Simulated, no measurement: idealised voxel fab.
Proc. module: voxel tone inversion
In the cross-section labelled cut, the width is 230 nm and each square cell is 5 nm.
Heads up, the way a cross-section reads in here is a grid of square cells, handed over as bands from the top down, with every band being one or more rows of cells.
Within each band entry, the heights of the top and of the bottom of the band appear first, in that order and in nm; the materials of the band then follow from left to right, each with its corresponding width in nm. The designation "all across" on a single material indicates that it fills the band from edge to edge; the designation "blank" indicates empty space.
Heads up on the height convention: 0 is the point under which the incoming wafer is all one material, and the lowest band has no bottom, it just keeps going down, like "from 0 down".
The two numbers in a width such as "30 to 40" mark its ends across the band: the first belongs to the top row of cells, the second to the bottom row, and from each row to the next the width moves by the same amount.
No cell of the cross-section changed in a step that is given as "no modification".
The list in "Fully enclosed voids" covers empty spaces of 8 cells or more that cannot reach the top through any open way, and it gives each as width x height at distance; the distance is from the left edge, and width, height and distance are in nm.
If you see something after the settings on a step's line, that's the simulator's own remark about that step.
"overlay nm" answers the question of how far to the right of plan the mask lay on a step that has a mask, and when it is negative the answer is to the left.

### Process steps (planned)
1 RECEIVE,material Si
2 CONFORMAL_DEP,material SiCN,thk nm 10
3 DIRECTIONAL_DEP,material polySi,thk nm 20
4 PATTERN,tone cover,mask id POSTS,material resist,width nm 20,pitch nm 40,thk nm 30,overlay nm 0
5 DIRECTIONAL_ETCH,etch materials polySi,depth nm 20
6 STRIP,etch materials resist
7 FILL_DEP,material SiO2,thk nm 5
8 CMP,height nm 30
9 STRIP,etch materials polySi
10 CONFORMAL_DEP,material TiN,thk nm 5
11 FILL_DEP,material W,thk nm 5
12 CMP,height nm 30
13 CONFORMAL_DEP,material SiCN,thk nm 5

### Incoming wafer in cross-section (state: after step 1)
    from 0 down | Si all across
    Fully enclosed voids: none

### Cross-section: first of two wafers, module finished, run according to plan
    from 35 to 30 | SiCN all across
    from 30 to 15 | SiO2=85 | TiN=5 | W=10 | TiN=5 | SiO2=20 | TiN=5 | W=10 | TiN=5 | SiO2=85
    from 15 to 10 | SiO2=85 | TiN=20 | SiO2=20 | TiN=20 | SiO2=85
    from 10 to 0 | SiCN all across
    from 0 down | Si all across
    Fully enclosed voids: none

### Cross-section at end of module for the second wafer of two, which matched the first in starting point and plan and differed by one mistake in its processing
    from 35 to 30 | TiN all across
    from 30 to 15 | SiO2=85 | TiN=5 | W=10 | TiN=5 | SiO2=20 | TiN=5 | W=10 | TiN=5 | SiO2=85
    from 15 to 10 | SiO2=85 | TiN=20 | SiO2=20 | TiN=20 | SiO2=85
    from 10 to 0 | SiCN all across
    from 0 down | Si all across
    Fully enclosed voids: none
Processing error: step 13 deviated from plan and actually ran as CONFORMAL_DEP,material TiN,thk nm 5
Cell-count delta at end, second wafer over first, by material: SiCN: 46 fewer, TiN: 46 more
